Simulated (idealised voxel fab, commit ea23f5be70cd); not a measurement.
process module | voxel transistor to metal
cross-section cut | 295 nm wide | cells 5 nm
A cross-section is a grid of square cells, given in bands from the top down. A band is one or more rows of cells.
Each band's line starts with the height of the band's top and of its bottom, in nm. Then come its materials from left to right, each with its width in nm. One material with "throughout" fills the band from edge to edge. "air" is empty space.
Height 0 is the level under which the wafer as received is all one material. The lowest band goes on downwards, as in "0 down".
A width such as "30 to 40" changes by the same amount from each row of cells to the next, from the band's top row to its bottom row.
"no change" after a step means that no cell of the cross-section changed.
closed voids: empty space of 8 cells or more with no open way to the top, each as width x height at its distance from the left edge, in nm
after a step's settings: what the simulator itself notes on the step
overlay nm, on a step with a mask: how far to the right of its planned place the mask lay; to the left if negative
plan
1 op RECEIVE | material Si
2 op OXIDIZE | depth nm 5
3 op CONFORMAL_DEP | material SiN | thk nm 10
4 op DIRECTIONAL_DEP | material aC | thk nm 15
5 op PATTERN | tone cover | mask id ACTIVE | material resist | width nm 110 | pitch nm 140 | thk nm 30 | overlay nm 0
6 op DIRECTIONAL_ETCH | etch materials aC | depth nm 15
7 op STRIP | etch materials resist
8 op DIRECTIONAL_ETCH | etch materials SiN | depth nm 10
9 op DIRECTIONAL_ETCH | etch materials SiO2 | depth nm 5
10 op DIRECTIONAL_ETCH | etch materials Si | depth nm 30
11 op STRIP | etch materials aC
12 op FILL_DEP | material SiO2 | thk nm 5
13 op CMP | height nm 10
14 op SELECTIVE_ETCH | etch materials SiO2 | depth nm 5
15 op STRIP | etch materials SiN
16 op SELECTIVE_ETCH | etch materials SiO2 | depth nm 5
17 op OXIDIZE | depth nm 5
18 op DIRECTIONAL_DEP | material polySi | thk nm 30
19 op DIRECTIONAL_DEP | material SiCN | thk nm 10
20 op PATTERN | tone cover | mask id GATE | material resist | width nm 20 | pitch nm 140 | thk nm 20 | overlay nm 0
21 op DIRECTIONAL_ETCH | etch materials SiCN | depth nm 20
22 op DIRECTIONAL_ETCH | etch materials polySi | depth nm 40
23 op STRIP | etch materials resist
24 op CONFORMAL_DEP | material SiO2 | thk nm 5
25 op DIRECTIONAL_ETCH | etch materials SiO2 | depth nm 5
26 op CONFORMAL_DEP | material SiN | thk nm 5
27 op DIRECTIONAL_ETCH | etch materials SiN | depth nm 5
28 op DIRECTIONAL_ETCH | etch materials SiO2 | depth nm 5
29 op DIRECTIONAL_ETCH | etch materials Si | depth nm 10
30 op EPI | material SiGe | thk nm 15
31 op FILL_DEP | material SiO2 | thk nm 5
32 op CMP | height nm 35
33 op DIRECTIONAL_DEP | material SiO2 | thk nm 10
34 op PATTERN | tone open | mask id CONTACT | material resist | width nm 35 | thk nm 15 | overlay nm 0
35 op DIRECTIONAL_ETCH | etch materials SiO2 | depth nm 40
36 op STRIP | etch materials resist
37 op CONFORMAL_DEP | material TiN | thk nm 5
38 op FILL_DEP | material Ru | thk nm 5
39 op CMP | height nm 45
40 op DIRECTIONAL_DEP | material TiN | thk nm 5
41 op DIRECTIONAL_DEP | material W | thk nm 20
42 op DIRECTIONAL_DEP | material aC | thk nm 10
43 op PATTERN | tone cover | mask id METAL_1 | material resist | width nm 20 | thk nm 25 | overlay nm 0
44 op DIRECTIONAL_ETCH | etch materials aC | depth nm 10
45 op STRIP | etch materials resist
46 op DIRECTIONAL_ETCH | etch materials W | depth nm 20
47 op DIRECTIONAL_ETCH | etch materials TiN | depth nm 5
48 op STRIP | etch materials aC
49 op CONFORMAL_DEP | material SiN | thk nm 5
50 op FILL_DEP | material SiO2 | thk nm 10
51 op CMP | height nm 70
52 op CONFORMAL_DEP | material SiCN | thk nm 5
first wafer, as planned
as received, after step 1
  0 down: Si throughout
  closed voids: none
after step 2
  0 to -5: SiO2 throughout
  below -5: unchanged
after step 3
  10 to 0: SiN throughout
  below 0: unchanged
after step 4
  25 to 10: aC throughout
  below 10: unchanged
after step 5
  55 to 25: air 20 | resist 110 | air 30 | resist 110 | air 25
  below 25: unchanged
after step 6
  40 to 25: air 20 | resist 110 | air 30 | resist 110 | air 25
  25 to 10: air 20 | aC 110 | air 30 | aC 110 | air 25
  below 10: unchanged
after step 7
  25 to 10: air 20 | aC 110 | air 30 | aC 110 | air 25
  below 10: unchanged
after step 8
  25 to 10: air 20 | aC 110 | air 30 | aC 110 | air 25
  10 to 0: air 20 | SiN 110 | air 30 | SiN 110 | air 25
  below 0: unchanged
after step 9
  25 to 10: air 20 | aC 110 | air 30 | aC 110 | air 25
  10 to 0: air 20 | SiN 110 | air 30 | SiN 110 | air 25
  0 to -5: air 20 | SiO2 110 | air 30 | SiO2 110 | air 25
  below -5: unchanged
after step 10
  25 to 10: air 20 | aC 110 | air 30 | aC 110 | air 25
  10 to 0: air 20 | SiN 110 | air 30 | SiN 110 | air 25
  0 to -5: air 20 | SiO2 110 | air 30 | SiO2 110 | air 25
  -5 to -35: air 20 | Si 110 | air 30 | Si 110 | air 25
  below -35: unchanged
after step 11
  10 to 0: air 20 | SiN 110 | air 30 | SiN 110 | air 25
  below 0: unchanged
after step 12
  15 to 10: SiO2 throughout
  10 to 0: SiO2 20 | SiN 110 | SiO2 30 | SiN 110 | SiO2 25
  0 to -5: SiO2 throughout
  -5 to -35: SiO2 20 | Si 110 | SiO2 30 | Si 110 | SiO2 25
  below -35: unchanged
after step 13
  10 to 0: SiO2 20 | SiN 110 | SiO2 30 | SiN 110 | SiO2 25
  below 0: unchanged
after step 14
  10 to 5: air 20 | SiN 110 | air 30 | SiN 110 | air 25
  below 5: unchanged
after step 15
  5 to 0: SiO2 20 | air 110 | SiO2 30 | air 110 | SiO2 25
  below 0: unchanged
after step 16
  0 to -5: SiO2 15 | air 120 | SiO2 20 | air 120 | SiO2 20
  below -5: unchanged
after step 17
  0 to -5: SiO2 15 | air 120 | SiO2 20 | air 120 | SiO2 20
  -5 to -10: SiO2 throughout
  below -10: unchanged
after step 18
  30 to 25: polySi 15 | air 120 | polySi 20 | air 120 | polySi 20
  25 to 0: polySi throughout
  0 to -5: SiO2 15 | polySi 120 | SiO2 20 | polySi 120 | SiO2 20
  below -5: unchanged
after step 19
  40 to 35: SiCN 15 | air 120 | SiCN 20 | air 120 | SiCN 20
  35 to 30: SiCN throughout
  30 to 25: polySi 15 | SiCN 120 | polySi 20 | SiCN 120 | polySi 20
  below 25: unchanged
after step 20
  60 to 40: air 65 | resist 20 | air 120 | resist 20 | air 70
  40 to 35: SiCN 15 | air 50 | resist 20 | air 50 | SiCN 20 | air 50 | resist 20 | air 50 | SiCN 20
  below 35: unchanged
after step 21
  60 to 35: air 65 | resist 20 | air 120 | resist 20 | air 70
  35 to 30: air 65 | SiCN 20 | air 120 | SiCN 20 | air 70
  30 to 25: polySi 15 | air 50 | SiCN 20 | air 50 | polySi 20 | air 50 | SiCN 20 | air 50 | polySi 20
  below 25: unchanged
after step 22
  60 to 35: air 65 | resist 20 | air 120 | resist 20 | air 70
  35 to 25: air 65 | SiCN 20 | air 120 | SiCN 20 | air 70
  25 to 0: air 65 | polySi 20 | air 120 | polySi 20 | air 70
  0 to -5: SiO2 15 | air 50 | polySi 20 | air 50 | SiO2 20 | air 50 | polySi 20 | air 50 | SiO2 20
  below -5: unchanged
after step 23
  35 to 25: air 65 | SiCN 20 | air 120 | SiCN 20 | air 70
  below 25: unchanged
after step 24
  40 to 35: air 60 | SiO2 30 | air 110 | SiO2 30 | air 65
  35 to 25: air 60 | SiO2 5 | SiCN 20 | SiO2 5 | air 110 | SiO2 5 | SiCN 20 | SiO2 5 | air 65
  25 to 5: air 60 | SiO2 5 | polySi 20 | SiO2 5 | air 110 | SiO2 5 | polySi 20 | SiO2 5 | air 65
  5 to 0: SiO2 20 | air 40 | SiO2 5 | polySi 20 | SiO2 5 | air 40 | SiO2 30 | air 40 | SiO2 5 | polySi 20 | SiO2 5 | air 40 | SiO2 25
  0 to -5: SiO2 65 | polySi 20 | SiO2 120 | polySi 20 | SiO2 70
  below -5: unchanged
after step 25
  35 to 25: air 60 | SiO2 5 | SiCN 20 | SiO2 5 | air 110 | SiO2 5 | SiCN 20 | SiO2 5 | air 65
  25 to 0: air 60 | SiO2 5 | polySi 20 | SiO2 5 | air 110 | SiO2 5 | polySi 20 | SiO2 5 | air 65
  0 to -5: SiO2 20 | air 40 | SiO2 5 | polySi 20 | SiO2 5 | air 40 | SiO2 30 | air 40 | SiO2 5 | polySi 20 | SiO2 5 | air 40 | SiO2 25
  below -5: unchanged
after step 26
  40 to 35: air 55 | SiN 40 | air 100 | SiN 40 | air 60
  35 to 25: air 55 | SiN 5 | SiO2 5 | SiCN 20 | SiO2 5 | SiN 5 | air 100 | SiN 5 | SiO2 5 | SiCN 20 | SiO2 5 | SiN 5 | air 60
  25 to 5: air 55 | SiN 5 | SiO2 5 | polySi 20 | SiO2 5 | SiN 5 | air 100 | SiN 5 | SiO2 5 | polySi 20 | SiO2 5 | SiN 5 | air 60
  5 to 0: SiN 25 | air 30 | SiN 5 | SiO2 5 | polySi 20 | SiO2 5 | SiN 5 | air 30 | SiN 40 | air 30 | SiN 5 | SiO2 5 | polySi 20 | SiO2 5 | SiN 5 | air 30 | SiN 30
  0 to -5: SiO2 20 | SiN 40 | SiO2 5 | polySi 20 | SiO2 5 | SiN 40 | SiO2 30 | SiN 40 | SiO2 5 | polySi 20 | SiO2 5 | SiN 40 | SiO2 25
  below -5: unchanged
after step 27
  35 to 25: air 55 | SiN 5 | SiO2 5 | SiCN 20 | SiO2 5 | SiN 5 | air 100 | SiN 5 | SiO2 5 | SiCN 20 | SiO2 5 | SiN 5 | air 60
  25 to 0: air 55 | SiN 5 | SiO2 5 | polySi 20 | SiO2 5 | SiN 5 | air 100 | SiN 5 | SiO2 5 | polySi 20 | SiO2 5 | SiN 5 | air 60
  0 to -5: SiO2 20 | SiN 5 | air 30 | SiN 5 | SiO2 5 | polySi 20 | SiO2 5 | SiN 5 | air 30 | SiN 5 | SiO2 30 | SiN 5 | air 30 | SiN 5 | SiO2 5 | polySi 20 | SiO2 5 | SiN 5 | air 30 | SiN 5 | SiO2 25
  below -5: unchanged
after step 28
  35 to 30: air 55 | SiN 5 | air 5 | SiCN 20 | air 5 | SiN 5 | air 100 | SiN 5 | air 5 | SiCN 20 | air 5 | SiN 5 | air 60
  30 to 25: air 55 | SiN 5 | SiO2 5 | SiCN 20 | SiO2 5 | SiN 5 | air 100 | SiN 5 | SiO2 5 | SiCN 20 | SiO2 5 | SiN 5 | air 60
  25 to 0: air 55 | SiN 5 | SiO2 5 | polySi 20 | SiO2 5 | SiN 5 | air 100 | SiN 5 | SiO2 5 | polySi 20 | SiO2 5 | SiN 5 | air 60
  0 to -5: air 20 | SiN 5 | air 30 | SiN 5 | SiO2 5 | polySi 20 | SiO2 5 | SiN 5 | air 30 | SiN 5 | air 30 | SiN 5 | air 30 | SiN 5 | SiO2 5 | polySi 20 | SiO2 5 | SiN 5 | air 30 | SiN 5 | air 25
  -5 to -10: SiO2 25 | air 30 | SiO2 40 | air 30 | SiO2 40 | air 30 | SiO2 40 | air 30 | SiO2 30
  below -10: unchanged
after step 29
  35 to 30: air 55 | SiN 5 | air 5 | SiCN 20 | air 5 | SiN 5 | air 100 | SiN 5 | air 5 | SiCN 20 | air 5 | SiN 5 | air 60
  30 to 25: air 55 | SiN 5 | SiO2 5 | SiCN 20 | SiO2 5 | SiN 5 | air 100 | SiN 5 | SiO2 5 | SiCN 20 | SiO2 5 | SiN 5 | air 60
  25 to 0: air 55 | SiN 5 | SiO2 5 | polySi 20 | SiO2 5 | SiN 5 | air 100 | SiN 5 | SiO2 5 | polySi 20 | SiO2 5 | SiN 5 | air 60
  0 to -5: air 20 | SiN 5 | air 30 | SiN 5 | SiO2 5 | polySi 20 | SiO2 5 | SiN 5 | air 30 | SiN 5 | air 30 | SiN 5 | air 30 | SiN 5 | SiO2 5 | polySi 20 | SiO2 5 | SiN 5 | air 30 | SiN 5 | air 25
  -5 to -10: SiO2 25 | air 30 | SiO2 40 | air 30 | SiO2 40 | air 30 | SiO2 40 | air 30 | SiO2 30
  -10 to -20: SiO2 20 | Si 5 | air 30 | Si 40 | air 30 | Si 5 | SiO2 30 | Si 5 | air 30 | Si 40 | air 30 | Si 5 | SiO2 25
  below -20: unchanged
after step 30
  35 to 30: air 55 | SiN 5 | air 5 | SiCN 20 | air 5 | SiN 5 | air 100 | SiN 5 | air 5 | SiCN 20 | air 5 | SiN 5 | air 60
  30 to 25: air 55 | SiN 5 | SiO2 5 | SiCN 20 | SiO2 5 | SiN 5 | air 100 | SiN 5 | SiO2 5 | SiCN 20 | SiO2 5 | SiN 5 | air 60
  25 to 5: air 55 | SiN 5 | SiO2 5 | polySi 20 | SiO2 5 | SiN 5 | air 100 | SiN 5 | SiO2 5 | polySi 20 | SiO2 5 | SiN 5 | air 60
  5 to 0: air 20 | SiGe 35 | SiN 5 | SiO2 5 | polySi 20 | SiO2 5 | SiN 5 | SiGe 35 | air 30 | SiGe 35 | SiN 5 | SiO2 5 | polySi 20 | SiO2 5 | SiN 5 | SiGe 35 | air 25
  0 to -5: air 20 | SiN 5 | SiGe 30 | SiN 5 | SiO2 5 | polySi 20 | SiO2 5 | SiN 5 | SiGe 30 | SiN 5 | air 30 | SiN 5 | SiGe 30 | SiN 5 | SiO2 5 | polySi 20 | SiO2 5 | SiN 5 | SiGe 30 | SiN 5 | air 25
  -5 to -10: SiO2 25 | SiGe 30 | SiO2 40 | SiGe 30 | SiO2 40 | SiGe 30 | SiO2 40 | SiGe 30 | SiO2 30
  -10 to -20: SiO2 20 | Si 5 | SiGe 30 | Si 40 | SiGe 30 | Si 5 | SiO2 30 | Si 5 | SiGe 30 | Si 40 | SiGe 30 | Si 5 | SiO2 25
  below -20: unchanged
after step 31
  40 to 35: SiO2 throughout
  35 to 25: SiO2 55 | SiN 5 | SiO2 5 | SiCN 20 | SiO2 5 | SiN 5 | SiO2 100 | SiN 5 | SiO2 5 | SiCN 20 | SiO2 5 | SiN 5 | SiO2 60
  25 to 5: SiO2 55 | SiN 5 | SiO2 5 | polySi 20 | SiO2 5 | SiN 5 | SiO2 100 | SiN 5 | SiO2 5 | polySi 20 | SiO2 5 | SiN 5 | SiO2 60
  5 to 0: SiO2 20 | SiGe 35 | SiN 5 | SiO2 5 | polySi 20 | SiO2 5 | SiN 5 | SiGe 35 | SiO2 30 | SiGe 35 | SiN 5 | SiO2 5 | polySi 20 | SiO2 5 | SiN 5 | SiGe 35 | SiO2 25
  0 to -5: SiO2 20 | SiN 5 | SiGe 30 | SiN 5 | SiO2 5 | polySi 20 | SiO2 5 | SiN 5 | SiGe 30 | SiN 5 | SiO2 30 | SiN 5 | SiGe 30 | SiN 5 | SiO2 5 | polySi 20 | SiO2 5 | SiN 5 | SiGe 30 | SiN 5 | SiO2 25
  below -5: unchanged
after step 32
  35 to 25: SiO2 55 | SiN 5 | SiO2 5 | SiCN 20 | SiO2 5 | SiN 5 | SiO2 100 | SiN 5 | SiO2 5 | SiCN 20 | SiO2 5 | SiN 5 | SiO2 60
  below 25: unchanged
after step 33
  45 to 35: SiO2 throughout
  below 35: unchanged
after step 34
  60 to 45: resist 25 | air 35 | resist 30 | air 35 | resist 40 | air 35 | resist 30 | air 35 | resist 30
  below 45: unchanged
after step 35
  60 to 45: resist 25 | air 35 | resist 30 | air 35 | resist 40 | air 35 | resist 30 | air 35 | resist 30
  45 to 35: SiO2 25 | air 35 | SiO2 30 | air 35 | SiO2 40 | air 35 | SiO2 30 | air 35 | SiO2 30
  35 to 25: SiO2 25 | air 30 | SiN 5 | SiO2 5 | SiCN 20 | SiO2 5 | SiN 5 | air 30 | SiO2 40 | air 30 | SiN 5 | SiO2 5 | SiCN 20 | SiO2 5 | SiN 5 | air 30 | SiO2 30
  25 to 5: SiO2 25 | air 30 | SiN 5 | SiO2 5 | polySi 20 | SiO2 5 | SiN 5 | air 30 | SiO2 40 | air 30 | SiN 5 | SiO2 5 | polySi 20 | SiO2 5 | SiN 5 | air 30 | SiO2 30
  below 5: unchanged
after step 36
  45 to 35: SiO2 25 | air 35 | SiO2 30 | air 35 | SiO2 40 | air 35 | SiO2 30 | air 35 | SiO2 30
  below 35: unchanged
after step 37
  50 to 45: TiN 30 | air 25 | TiN 40 | air 25 | TiN 50 | air 25 | TiN 40 | air 25 | TiN 35
  45 to 35: SiO2 25 | TiN 5 | air 25 to 20 | TiN 5 to 10 | SiO2 30 | TiN 5 to 10 | air 25 to 20 | TiN 5 | SiO2 40 | TiN 5 | air 25 to 20 | TiN 5 to 10 | SiO2 30 | TiN 5 to 10 | air 25 to 20 | TiN 5 | SiO2 30
  35 to 25: SiO2 25 | TiN 5 | air 20 | TiN 5 | SiN 5 | SiO2 5 | SiCN 20 | SiO2 5 | SiN 5 | TiN 5 | air 20 | TiN 5 | SiO2 40 | TiN 5 | air 20 | TiN 5 | SiN 5 | SiO2 5 | SiCN 20 | SiO2 5 | SiN 5 | TiN 5 | air 20 | TiN 5 | SiO2 30
  25 to 10: SiO2 25 | TiN 5 | air 20 | TiN 5 | SiN 5 | SiO2 5 | polySi 20 | SiO2 5 | SiN 5 | TiN 5 | air 20 | TiN 5 | SiO2 40 | TiN 5 | air 20 | TiN 5 | SiN 5 | SiO2 5 | polySi 20 | SiO2 5 | SiN 5 | TiN 5 | air 20 | TiN 5 | SiO2 30
  10 to 5: SiO2 25 | TiN 30 | SiN 5 | SiO2 5 | polySi 20 | SiO2 5 | SiN 5 | TiN 30 | SiO2 40 | TiN 30 | SiN 5 | SiO2 5 | polySi 20 | SiO2 5 | SiN 5 | TiN 30 | SiO2 30
  below 5: unchanged
after step 38
  55 to 50: Ru throughout
  50 to 45: TiN 30 | Ru 25 | TiN 40 | Ru 25 | TiN 50 | Ru 25 | TiN 40 | Ru 25 | TiN 35
  45 to 35: SiO2 25 | TiN 5 | Ru 25 to 20 | TiN 5 to 10 | SiO2 30 | TiN 5 to 10 | Ru 25 to 20 | TiN 5 | SiO2 40 | TiN 5 | Ru 25 to 20 | TiN 5 to 10 | SiO2 30 | TiN 5 to 10 | Ru 25 to 20 | TiN 5 | SiO2 30
  35 to 25: SiO2 25 | TiN 5 | Ru 20 | TiN 5 | SiN 5 | SiO2 5 | SiCN 20 | SiO2 5 | SiN 5 | TiN 5 | Ru 20 | TiN 5 | SiO2 40 | TiN 5 | Ru 20 | TiN 5 | SiN 5 | SiO2 5 | SiCN 20 | SiO2 5 | SiN 5 | TiN 5 | Ru 20 | TiN 5 | SiO2 30
  25 to 10: SiO2 25 | TiN 5 | Ru 20 | TiN 5 | SiN 5 | SiO2 5 | polySi 20 | SiO2 5 | SiN 5 | TiN 5 | Ru 20 | TiN 5 | SiO2 40 | TiN 5 | Ru 20 | TiN 5 | SiN 5 | SiO2 5 | polySi 20 | SiO2 5 | SiN 5 | TiN 5 | Ru 20 | TiN 5 | SiO2 30
  below 10: unchanged
after step 39
  45 to 35: SiO2 25 | TiN 5 | Ru 25 to 20 | TiN 5 to 10 | SiO2 30 | TiN 5 to 10 | Ru 25 to 20 | TiN 5 | SiO2 40 | TiN 5 | Ru 25 to 20 | TiN 5 to 10 | SiO2 30 | TiN 5 to 10 | Ru 25 to 20 | TiN 5 | SiO2 30
  below 35: unchanged
after step 40
  50 to 45: TiN throughout
  below 45: unchanged
after step 41
  70 to 50: W throughout
  below 50: unchanged
after step 42
  80 to 70: aC throughout
  below 70: unchanged
after step 43
  105 to 80: air 25 | resist 20 | air 60 | resist 20 | air 40 | resist 20 | air 60 | resist 20 | air 30
  below 80: unchanged
after step 44
  95 to 80: air 25 | resist 20 | air 60 | resist 20 | air 40 | resist 20 | air 60 | resist 20 | air 30
  80 to 70: air 25 | aC 20 | air 60 | aC 20 | air 40 | aC 20 | air 60 | aC 20 | air 30
  below 70: unchanged
after step 45
  80 to 70: air 25 | aC 20 | air 60 | aC 20 | air 40 | aC 20 | air 60 | aC 20 | air 30
  below 70: unchanged
after step 46
  80 to 70: air 25 | aC 20 | air 60 | aC 20 | air 40 | aC 20 | air 60 | aC 20 | air 30
  70 to 50: air 25 | W 20 | air 60 | W 20 | air 40 | W 20 | air 60 | W 20 | air 30
  below 50: unchanged
after step 47
  80 to 70: air 25 | aC 20 | air 60 | aC 20 | air 40 | aC 20 | air 60 | aC 20 | air 30
  70 to 50: air 25 | W 20 | air 60 | W 20 | air 40 | W 20 | air 60 | W 20 | air 30
  50 to 45: air 25 | TiN 20 | air 60 | TiN 20 | air 40 | TiN 20 | air 60 | TiN 20 | air 30
  below 45: unchanged
after step 48
  70 to 50: air 25 | W 20 | air 60 | W 20 | air 40 | W 20 | air 60 | W 20 | air 30
  below 50: unchanged
after step 49
  75 to 70: air 20 | SiN 30 | air 50 | SiN 30 | air 30 | SiN 30 | air 50 | SiN 30 | air 25
  70 to 50: air 20 | SiN 5 | W 20 | SiN 5 | air 50 | SiN 5 | W 20 | SiN 5 | air 30 | SiN 5 | W 20 | SiN 5 | air 50 | SiN 5 | W 20 | SiN 5 | air 25
  50 to 45: SiN 25 | TiN 20 | SiN 60 | TiN 20 | SiN 40 | TiN 20 | SiN 60 | TiN 20 | SiN 30
  below 45: unchanged
after step 50
  85 to 75: SiO2 throughout
  75 to 70: SiO2 20 | SiN 30 | SiO2 50 | SiN 30 | SiO2 30 | SiN 30 | SiO2 50 | SiN 30 | SiO2 25
  70 to 50: SiO2 20 | SiN 5 | W 20 | SiN 5 | SiO2 50 | SiN 5 | W 20 | SiN 5 | SiO2 30 | SiN 5 | W 20 | SiN 5 | SiO2 50 | SiN 5 | W 20 | SiN 5 | SiO2 25
  below 50: unchanged
after step 51
  70 to 50: SiO2 20 | SiN 5 | W 20 | SiN 5 | SiO2 50 | SiN 5 | W 20 | SiN 5 | SiO2 30 | SiN 5 | W 20 | SiN 5 | SiO2 50 | SiN 5 | W 20 | SiN 5 | SiO2 25
  below 50: unchanged
after step 52
  75 to 70: SiCN throughout
  below 70: unchanged
second wafer: like start, like plan, one mistake. Through step 50 it matches the first wafer
when step 51 should have ended: no change
when step 52 should have ended
  90 to 85: SiCN throughout
  below 85: unchanged
what went wrong: step 51 was left out
at the end the second wafer has, in cells: 24 more of SiN | 153 more of SiO2
